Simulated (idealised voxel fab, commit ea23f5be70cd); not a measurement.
The following is a process module called voxel fin reveal.
In the cross-section labelled cut, the width is 210 nm and each square cell is 5 nm.
If you're reading a cross-section in this doc, picture square cells in a grid; it comes to you as bands, top ones listed first down to the bottom, and a band can be one or more rows of cells.
Look at the band entry: it leads with the top's height and the bottom's height in nm. Then it lists the materials left to right, with a width in nm for each. The word "edge to edge" on a single material says that material fills the band edge to edge. The word "blank" is empty space.
Height is counted from the level 0, under which the received wafer is composed throughout of one material. The lowest of the bands is not closed at the bottom but continues downward, in the notation "0 -> down".
Note: "30->40" means the width goes from the first number (top row of the band) to the second number (bottom row) in equal steps per row of cells.
No cell of the cross-section changed in a step that is given as "no alteration".
So "Sealed voids" is basically the list of trapped voids: any empty space of 8 cells or more that can't reach the top through an opening. They're written width x height at distance, the distance being from the left edge, and it's all nm.
Note: text after step settings on the step line = simulator remark on that step.
"overlay nm", when on a step's line for a step with a mask, measures how far to the right of its planned place the mask lay; a negative measure means to the left.
Listed below are the process steps as planned
1. RECEIVE, material Si
2. CONFORMAL_DEP, material SiN, thk nm 10
3. DIRECTIONAL_DEP, material aC, thk nm 15
4. PATTERN, tone cover, mask id FINS, material resist, width nm 15, pitch nm 40, thk nm 35, overlay nm -15
5. DIRECTIONAL_ETCH, etch materials aC, depth nm 15
6. STRIP, etch materials resist
7. DIRECTIONAL_ETCH, etch materials SiN, depth nm 10
8. DIRECTIONAL_ETCH, etch materials Si, depth nm 35
9. STRIP, etch materials aC
10. FILL_DEP, material SiO2, thk nm 5
11. CMP, height nm 10
12. SELECTIVE_ETCH, etch materials SiO2, depth nm 30
13. STRIP, etch materials SiN
14. CONFORMAL_DEP, material SiO2, thk nm 5
The value of overlay nm given for step 4 in the plan refers to the first wafer; the wafers vary in this setting and are alike at the start.
Cross-section of the first of several wafers on receipt, reflecting completion of step 1
> 0 -> down: Si edge to edge
> Sealed voids: none
The rows of the table below are wafers. Looking at the end of the module, a row counts, for every material, the cells the wafer has gained, shown as (+), or lost, shown as (-), since it was received; its closed voids come next
overlay nm -15 | -231 Si | +165 SiO2 | Sealed voids: none
overlay nm -10 | -231 Si | +165 SiO2 | Sealed voids: none
overlay nm -5 | -231 Si | +165 SiO2 | Sealed voids: none
overlay nm 0 | -231 Si | +165 SiO2 | Sealed voids: none
overlay nm 5 | -231 Si | +165 SiO2 | Sealed voids: none
overlay nm 10 | -231 Si | +165 SiO2 | Sealed voids: none
overlay nm 15 | -231 Si | +165 SiO2 | Sealed voids: none
